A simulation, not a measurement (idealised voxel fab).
You're looking at the process module voxel capacitor over wiring.
Pictured: cross-section cut, 235 nm wide, on a grid of 5 nm square cells.
Each cross-section below is a grid of square cells, stated as bands in top-down order, with one or more rows of cells making up each band.
Top, bottom (nm), then materials left to right with widths (nm); lone material tagged "full width" fills the whole band edge to edge; "empty" = empty space.
Measure heights from 0. That's the level where, below it, the as-received wafer is all one material. The lowest band is bottomless and extends downward; write it as in "0 nm and below".
Top row gets the first number, bottom row gets the second, and each row in between changes by the same step: that is how a band width like "30 to 40" works.
Basically "no alteration" means that step didn't change any cell in the cross-section.
"Closed void listing" enumerates empty spaces isolated from the top, with no open way to it, that contain at least 8 cells, giving each as width x height at distance from the left edge, all three in nm.
Formally, on a step line, whatever follows the settings is a remark that the simulator itself makes on the step.
The optional step-line setting "overlay nm" applies to steps with a mask and quantifies how far to the right of its planned location the mask lay, a negative value indicating leftward placement.

[Steps planned for the process]
1,RECEIVE (material Si)
2,CONFORMAL_DEP (material SiO2; thk nm 10)
3,CONFORMAL_DEP (material SiCN; thk nm 5)
4,DIRECTIONAL_DEP (material SiO2; thk nm 15)
5,DIRECTIONAL_DEP (material aC; thk nm 15)
6,PATTERN (tone open; mask id METAL_1; material resist; width nm 20; pitch nm 80; thk nm 35; overlay nm 0)
7,DIRECTIONAL_ETCH (etch materials aC; depth nm 15)
8,STRIP (etch materials resist)
9,DIRECTIONAL_ETCH (etch materials SiO2; depth nm 15)
10,DIRECTIONAL_ETCH (etch materials SiCN; depth nm 5)
11,STRIP (etch materials aC)
12,CONFORMAL_DEP (material TiN; thk nm 5)
13,FILL_DEP (material Cu; thk nm 5)
14,CMP (height nm 30)
15,CONFORMAL_DEP (material SiCN; thk nm 5)
16,DIRECTIONAL_DEP (material SiO2; thk nm 15)
17,PATTERN (tone open; mask id PLUG_1; material resist; width nm 15; thk nm 15; overlay nm 0)
18,DIRECTIONAL_ETCH (etch materials SiO2; depth nm 15)
19,DIRECTIONAL_ETCH (etch materials SiCN; depth nm 5)
20,STRIP (etch materials resist)
21,CONFORMAL_DEP (material TiN; thk nm 5)
22,FILL_DEP (material W; thk nm 10)
23,CMP (height nm 50)
24,DIRECTIONAL_DEP (material TiN; thk nm 10)
25,DIRECTIONAL_DEP (material HfO2; thk nm 5)
26,DIRECTIONAL_DEP (material TiN; thk nm 5)
27,PATTERN (tone cover; mask id UPPER_PLATE; material resist; width nm 65; thk nm 20; overlay nm 0)
28,DIRECTIONAL_ETCH (etch materials TiN; depth nm 5)
29,DIRECTIONAL_ETCH (etch materials HfO2; depth nm 5)
30,STRIP (etch materials resist)
31,PATTERN (tone cover; mask id LOWER_PLATE; material resist; width nm 75; thk nm 20; overlay nm 0)
32,DIRECTIONAL_ETCH (etch materials TiN; depth nm 10)
33,STRIP (etch materials resist)
34,FILL_DEP (material SiO2; thk nm 20)
35,CMP (height nm 85)
36,PATTERN (tone open; mask id PLUG_2; material resist; width nm 15; thk nm 15; overlay nm 0)
37,DIRECTIONAL_ETCH (etch materials SiO2; depth nm 15)
38,STRIP (etch materials resist)
39,CONFORMAL_DEP (material TiN; thk nm 5)
40,FILL_DEP (material W; thk nm 10)
41,CMP (height nm 85)
42,CONFORMAL_DEP (material SiN; thk nm 5)

[Concerning the first of two wafers, which was run in accordance with the plan]

[As-received wafer cross-section (after step 1)]
> 0 nm and below: Si full width
> Closed void listing: none

[Upon completion of step 2, the wafer appears in cross-section as shown]
> 10 nm to 0 nm: SiO2 full width
> Beneath the level 0, the cross-section is identical to its previous state.

[Upon completion of step 3, the wafer appears in cross-section as shown]
> 15 nm to 10 nm: SiCN full width
> Beneath the level 10, the cross-section is identical to its previous state.

[Upon completion of step 4, the wafer appears in cross-section as shown]
> 30 nm to 15 nm: SiO2 full width
> Beneath the level 15, the cross-section is identical to its previous state.

[Upon completion of step 5, the wafer appears in cross-section as shown]
> 45 nm to 30 nm: aC full width
> Beneath the level 30, the cross-section is identical to its previous state.

[Upon completion of step 6, the wafer appears in cross-section as shown]
> 80 nm to 45 nm: 65 nm resist  20 nm empty  60 nm resist  20 nm empty  70 nm resist
> Beneath the level 45, the cross-section is identical to its previous state.

[Upon completion of step 7, the wafer appears in cross-section as shown]
> 65 nm to 45 nm: 65 nm resist  20 nm empty  60 nm resist  20 nm empty  70 nm resist
> 45 nm to 30 nm: 65 nm aC  20 nm empty  60 nm aC  20 nm empty  70 nm aC
> Beneath the level 30, the cross-section is identical to its previous state.

[Upon completion of step 8, the wafer appears in cross-section as shown]
> 45 nm to 30 nm: 65 nm aC  20 nm empty  60 nm aC  20 nm empty  70 nm aC
> Beneath the level 30, the cross-section is identical to its previous state.

[Upon completion of step 9, the wafer appears in cross-section as shown]
> 45 nm to 30 nm: 65 nm aC  20 nm empty  60 nm aC  20 nm empty  70 nm aC
> 30 nm to 15 nm: 65 nm SiO2  20 nm empty  60 nm SiO2  20 nm empty  70 nm SiO2
> Beneath the level 15, the cross-section is identical to its previous state.

[Upon completion of step 10, the wafer appears in cross-section as shown]
> 45 nm to 30 nm: 65 nm aC  20 nm empty  60 nm aC  20 nm empty  70 nm aC
> 30 nm to 15 nm: 65 nm SiO2  20 nm empty  60 nm SiO2  20 nm empty  70 nm SiO2
> 15 nm to 10 nm: 65 nm SiCN  20 nm empty  60 nm SiCN  20 nm empty  70 nm SiCN
> Beneath the level 10, the cross-section is identical to its previous state.

[Upon completion of step 11, the wafer appears in cross-section as shown]
> 30 nm to 15 nm: 65 nm SiO2  20 nm empty  60 nm SiO2  20 nm empty  70 nm SiO2
> Beneath the level 15, the cross-section is identical to its previous state.

[Upon completion of step 12, the wafer appears in cross-section as shown]
> 35 nm to 30 nm: 70 nm TiN  10 nm empty  70 nm TiN  10 nm empty  75 nm TiN
> 30 nm to 15 nm: 65 nm SiO2  5 nm TiN  10 nm empty  5 nm TiN  60 nm SiO2  5 nm TiN  10 nm empty  5 nm TiN  70 nm SiO2
> 15 nm to 10 nm: 65 nm SiCN  20 nm TiN  60 nm SiCN  20 nm TiN  70 nm SiCN
> Beneath the level 10, the cross-section is identical to its previous state.

[Upon completion of step 13, the wafer appears in cross-section as shown]
> 40 nm to 35 nm: Cu full width
> 35 nm to 30 nm: 70 nm TiN  10 nm Cu  70 nm TiN  10 nm Cu  75 nm TiN
> 30 nm to 15 nm: 65 nm SiO2  5 nm TiN  10 nm Cu  5 nm TiN  60 nm SiO2  5 nm TiN  10 nm Cu  5 nm TiN  70 nm SiO2
> Beneath the level 15, the cross-section is identical to its previous state.

[Upon completion of step 14, the wafer appears in cross-section as shown]
> 30 nm to 15 nm: 65 nm SiO2  5 nm TiN  10 nm Cu  5 nm TiN  60 nm SiO2  5 nm TiN  10 nm Cu  5 nm TiN  70 nm SiO2
> Beneath the level 15, the cross-section is identical to its previous state.

[Upon completion of step 15, the wafer appears in cross-section as shown]
> 35 nm to 30 nm: SiCN full width
> Beneath the level 30, the cross-section is identical to its previous state.

[Upon completion of step 16, the wafer appears in cross-section as shown]
> 50 nm to 35 nm: SiO2 full width
> Beneath the level 35, the cross-section is identical to its previous state.

[Upon completion of step 17, the wafer appears in cross-section as shown]
> 65 nm to 50 nm: 70 nm resist  15 nm empty  150 nm resist
> Beneath the level 50, the cross-section is identical to its previous state.

[Upon completion of step 18, the wafer appears in cross-section as shown]
> 65 nm to 50 nm: 70 nm resist  15 nm empty  150 nm resist
> 50 nm to 35 nm: 70 nm SiO2  15 nm empty  150 nm SiO2
> Beneath the level 35, the cross-section is identical to its previous state.

[Upon completion of step 19, the wafer appears in cross-section as shown]
> 65 nm to 50 nm: 70 nm resist  15 nm empty  150 nm resist
> 50 nm to 35 nm: 70 nm SiO2  15 nm empty  150 nm SiO2
> 35 nm to 30 nm: 70 nm SiCN  15 nm empty  150 nm SiCN
> Beneath the level 30, the cross-section is identical to its previous state.

[Upon completion of step 20, the wafer appears in cross-section as shown]
> 50 nm to 35 nm: 70 nm SiO2  15 nm empty  150 nm SiO2
> Beneath the level 35, the cross-section is identical to its previous state.

[Upon completion of step 21, the wafer appears in cross-section as shown]
> 55 nm to 50 nm: 75 nm TiN  5 nm empty  155 nm TiN
> 50 nm to 35 nm: 70 nm SiO2  5 nm TiN  5 nm empty  5 nm TiN  150 nm SiO2
> 35 nm to 30 nm: 70 nm SiCN  15 nm TiN  150 nm SiCN
> Beneath the level 30, the cross-section is identical to its previous state.

[Upon completion of step 22, the wafer appears in cross-section as shown]
> 65 nm to 55 nm: W full width
> 55 nm to 50 nm: 75 nm TiN  5 nm W  155 nm TiN
> 50 nm to 35 nm: 70 nm SiO2  5 nm TiN  5 nm W  5 nm TiN  150 nm SiO2
> Beneath the level 35, the cross-section is identical to its previous state.

[Upon completion of step 23, the wafer appears in cross-section as shown]
> 50 nm to 35 nm: 70 nm SiO2  5 nm TiN  5 nm W  5 nm TiN  150 nm SiO2
> Beneath the level 35, the cross-section is identical to its previous state.

[Upon completion of step 24, the wafer appears in cross-section as shown]
> 60 nm to 50 nm: TiN full width
> Beneath the level 50, the cross-section is identical to its previous state.

[Upon completion of step 25, the wafer appears in cross-section as shown]
> 65 nm to 60 nm: HfO2 full width
> Beneath the level 60, the cross-section is identical to its previous state.

[Upon completion of step 26, the wafer appears in cross-section as shown]
> 70 nm to 65 nm: TiN full width
> Beneath the level 65, the cross-section is identical to its previous state.

[Upon completion of step 27, the wafer appears in cross-section as shown]
> 90 nm to 70 nm: 70 nm empty  65 nm resist  100 nm empty
> Beneath the level 70, the cross-section is identical to its previous state.

[Upon completion of step 28, the wafer appears in cross-section as shown]
> 90 nm to 70 nm: 70 nm empty  65 nm resist  100 nm empty
> 70 nm to 65 nm: 70 nm empty  65 nm TiN  100 nm empty
> Beneath the level 65, the cross-section is identical to its previous state.

[Upon completion of step 29, the wafer appears in cross-section as shown]
> 90 nm to 70 nm: 70 nm empty  65 nm resist  100 nm empty
> 70 nm to 65 nm: 70 nm empty  65 nm TiN  100 nm empty
> 65 nm to 60 nm: 70 nm empty  65 nm HfO2  100 nm empty
> Beneath the level 60, the cross-section is identical to its previous state.

[Upon completion of step 30, the wafer appears in cross-section as shown]
> 70 nm to 65 nm: 70 nm empty  65 nm TiN  100 nm empty
> Beneath the level 65, the cross-section is identical to its previous state.

[Upon completion of step 31, the wafer appears in cross-section as shown]
> 90 nm to 70 nm: 65 nm empty  75 nm resist  95 nm empty
> 70 nm to 65 nm: 65 nm empty  5 nm resist  65 nm TiN  5 nm resist  95 nm empty
> 65 nm to 60 nm: 65 nm empty  5 nm resist  65 nm HfO2  5 nm resist  95 nm empty
> Beneath the level 60, the cross-section is identical to its previous state.

[Upon completion of step 32, the wafer appears in cross-section as shown]
> 90 nm to 70 nm: 65 nm empty  75 nm resist  95 nm empty
> 70 nm to 65 nm: 65 nm empty  5 nm resist  65 nm TiN  5 nm resist  95 nm empty
> 65 nm to 60 nm: 65 nm empty  5 nm resist  65 nm HfO2  5 nm resist  95 nm empty
> 60 nm to 50 nm: 65 nm empty  75 nm TiN  95 nm empty
> Beneath the level 50, the cross-section is identical to its previous state.

[Upon completion of step 33, the wafer appears in cross-section as shown]
> 70 nm to 65 nm: 70 nm empty  65 nm TiN  100 nm empty
> 65 nm to 60 nm: 70 nm empty  65 nm HfO2  100 nm empty
> Beneath the level 60, the cross-section is identical to its previous state.

[Upon completion of step 34, the wafer appears in cross-section as shown]
> 90 nm to 70 nm: SiO2 full width
> 70 nm to 65 nm: 70 nm SiO2  65 nm TiN  100 nm SiO2
> 65 nm to 60 nm: 70 nm SiO2  65 nm HfO2  100 nm SiO2
> 60 nm to 50 nm: 65 nm SiO2  75 nm TiN  95 nm SiO2
> Beneath the level 50, the cross-section is identical to its previous state.

[Upon completion of step 35, the wafer appears in cross-section as shown]
> 85 nm to 70 nm: SiO2 full width
> Beneath the level 70, the cross-section is identical to its previous state.

[Upon completion of step 36, the wafer appears in cross-section as shown]
> 100 nm to 85 nm: 80 nm resist  15 nm empty  140 nm resist
> Beneath the level 85, the cross-section is identical to its previous state.

[Upon completion of step 37, the wafer appears in cross-section as shown]
> 100 nm to 85 nm: 80 nm resist  15 nm empty  140 nm resist
> 85 nm to 70 nm: 80 nm SiO2  15 nm empty  140 nm SiO2
> Beneath the level 70, the cross-section is identical to its previous state.

[Upon completion of step 38, the wafer appears in cross-section as shown]
> 85 nm to 70 nm: 80 nm SiO2  15 nm empty  140 nm SiO2
> Beneath the level 70, the cross-section is identical to its previous state.

[Upon completion of step 39, the wafer appears in cross-section as shown]
> 90 nm to 85 nm: 85 nm TiN  5 nm empty  145 nm TiN
> 85 nm to 75 nm: 80 nm SiO2  5 nm TiN  5 nm empty  5 nm TiN  140 nm SiO2
> 75 nm to 65 nm: 80 to 70 nm SiO2  15 to 65 nm TiN  140 to 100 nm SiO2
> Beneath the level 65, the cross-section is identical to its previous state.

[Upon completion of step 40, the wafer appears in cross-section as shown]
> 100 nm to 90 nm: W full width
> 90 nm to 85 nm: 85 nm TiN  5 nm W  145 nm TiN
> 85 nm to 75 nm: 80 nm SiO2  5 nm TiN  5 nm W  5 nm TiN  140 nm SiO2
> Beneath the level 75, the cross-section is identical to its previous state.

[Upon completion of step 41, the wafer appears in cross-section as shown]
> 85 nm to 75 nm: 80 nm SiO2  5 nm TiN  5 nm W  5 nm TiN  140 nm SiO2
> Beneath the level 75, the cross-section is identical to its previous state.

[Upon completion of step 42, the wafer appears in cross-section as shown]
> 90 nm to 85 nm: SiN full width
> Beneath the level 85, the cross-section is identical to its previous state.

[Second wafer. Start and plan as for the first. One mistake made in running. Agrees with the first up to and including step 21]

[The second wafer in cross-section, at the planned close of step 22]
> 65 nm to 55 nm: SiN full width
> 55 nm to 50 nm: 75 nm TiN  5 nm SiN  155 nm TiN
> 50 nm to 35 nm: 70 nm SiO2  5 nm TiN  5 nm SiN  5 nm TiN  150 nm SiO2
> Beneath the level 35, the cross-section is identical to its previous state.

[The second wafer in cross-section, at the planned close of step 23]
> 50 nm to 35 nm: 70 nm SiO2  5 nm TiN  5 nm SiN  5 nm TiN  150 nm SiO2
> Beneath the level 35, the cross-section is identical to its previous state.

[The second wafer in cross-section, at the planned close of step 24]
> 60 nm to 50 nm: TiN full width
> Beneath the level 50, the cross-section is identical to its previous state.

[The second wafer in cross-section, at the planned close of step 25]
> 65 nm to 60 nm: HfO2 full width
> Beneath the level 60, the cross-section is identical to its previous state.

[The second wafer in cross-section, at the planned close of step 26]
> 70 nm to 65 nm: TiN full width
> Beneath the level 65, the cross-section is identical to its previous state.

[The second wafer in cross-section, at the planned close of step 27]
> 90 nm to 70 nm: 70 nm empty  65 nm resist  100 nm empty
> Beneath the level 70, the cross-section is identical to its previous state.

[The second wafer in cross-section, at the planned close of step 28]
> 90 nm to 70 nm: 70 nm empty  65 nm resist  100 nm empty
> 70 nm to 65 nm: 70 nm empty  65 nm TiN  100 nm empty
> Beneath the level 65, the cross-section is identical to its previous state.

[The second wafer in cross-section, at the planned close of step 29]
> 90 nm to 70 nm: 70 nm empty  65 nm resist  100 nm empty
> 70 nm to 65 nm: 70 nm empty  65 nm TiN  100 nm empty
> 65 nm to 60 nm: 70 nm empty  65 nm HfO2  100 nm empty
> Beneath the level 60, the cross-section is identical to its previous state.

[The second wafer in cross-section, at the planned close of step 30]
> 70 nm to 65 nm: 70 nm empty  65 nm TiN  100 nm empty
> Beneath the level 65, the cross-section is identical to its previous state.

[The second wafer in cross-section, at the planned close of step 31]
> 90 nm to 70 nm: 65 nm empty  75 nm resist  95 nm empty
> 70 nm to 65 nm: 65 nm empty  5 nm resist  65 nm TiN  5 nm resist  95 nm empty
> 65 nm to 60 nm: 65 nm empty  5 nm resist  65 nm HfO2  5 nm resist  95 nm empty
> Beneath the level 60, the cross-section is identical to its previous state.

[The second wafer in cross-section, at the planned close of step 32]
> 90 nm to 70 nm: 65 nm empty  75 nm resist  95 nm empty
> 70 nm to 65 nm: 65 nm empty  5 nm resist  65 nm TiN  5 nm resist  95 nm empty
> 65 nm to 60 nm: 65 nm empty  5 nm resist  65 nm HfO2  5 nm resist  95 nm empty
> 60 nm to 50 nm: 65 nm empty  75 nm TiN  95 nm empty
> Beneath the level 50, the cross-section is identical to its previous state.

[The second wafer in cross-section, at the planned close of step 33]
> 70 nm to 65 nm: 70 nm empty  65 nm TiN  100 nm empty
> 65 nm to 60 nm: 70 nm empty  65 nm HfO2  100 nm empty
> Beneath the level 60, the cross-section is identical to its previous state.

[The second wafer in cross-section, at the planned close of step 34]
> 90 nm to 70 nm: SiO2 full width
> 70 nm to 65 nm: 70 nm SiO2  65 nm TiN  100 nm SiO2
> 65 nm to 60 nm: 70 nm SiO2  65 nm HfO2  100 nm SiO2
> 60 nm to 50 nm: 65 nm SiO2  75 nm TiN  95 nm SiO2
> Beneath the level 50, the cross-section is identical to its previous state.

[The second wafer in cross-section, at the planned close of step 35]
> 85 nm to 70 nm: SiO2 full width
> Beneath the level 70, the cross-section is identical to its previous state.

[The second wafer in cross-section, at the planned close of step 36]
> 100 nm to 85 nm: 80 nm resist  15 nm empty  140 nm resist
> Beneath the level 85, the cross-section is identical to its previous state.

[The second wafer in cross-section, at the planned close of step 37]
> 100 nm to 85 nm: 80 nm resist  15 nm empty  140 nm resist
> 85 nm to 70 nm: 80 nm SiO2  15 nm empty  140 nm SiO2
> Beneath the level 70, the cross-section is identical to its previous state.

[The second wafer in cross-section, at the planned close of step 38]
> 85 nm to 70 nm: 80 nm SiO2  15 nm empty  140 nm SiO2
> Beneath the level 70, the cross-section is identical to its previous state.

[The second wafer in cross-section, at the planned close of step 39]
> 90 nm to 85 nm: 85 nm TiN  5 nm empty  145 nm TiN
> 85 nm to 75 nm: 80 nm SiO2  5 nm TiN  5 nm empty  5 nm TiN  140 nm SiO2
> 75 nm to 65 nm: 80 to 70 nm SiO2  15 to 65 nm TiN  140 to 100 nm SiO2
> Beneath the level 65, the cross-section is identical to its previous state.

[The second wafer in cross-section, at the planned close of step 40]
> 100 nm to 90 nm: W full width
> 90 nm to 85 nm: 85 nm TiN  5 nm W  145 nm TiN
> 85 nm to 75 nm: 80 nm SiO2  5 nm TiN  5 nm W  5 nm TiN  140 nm SiO2
> Beneath the level 75, the cross-section is identical to its previous state.

[The second wafer in cross-section, at the planned close of step 41]
> 85 nm to 75 nm: 80 nm SiO2  5 nm TiN  5 nm W  5 nm TiN  140 nm SiO2
> Beneath the level 75, the cross-section is identical to its previous state.

[The second wafer in cross-section, at the planned close of step 42]
> 90 nm to 85 nm: SiN full width
> Beneath the level 85, the cross-section is identical to its previous state.
What went wrong in running the wafer? step 22 was processed under conditions differing from the plan, specifically as FILL_DEP (material SiN; thk nm 10)
The closing comparison, in cells, has the second wafer with more or fewer of some materials than the first: +3 SiN | -3 W
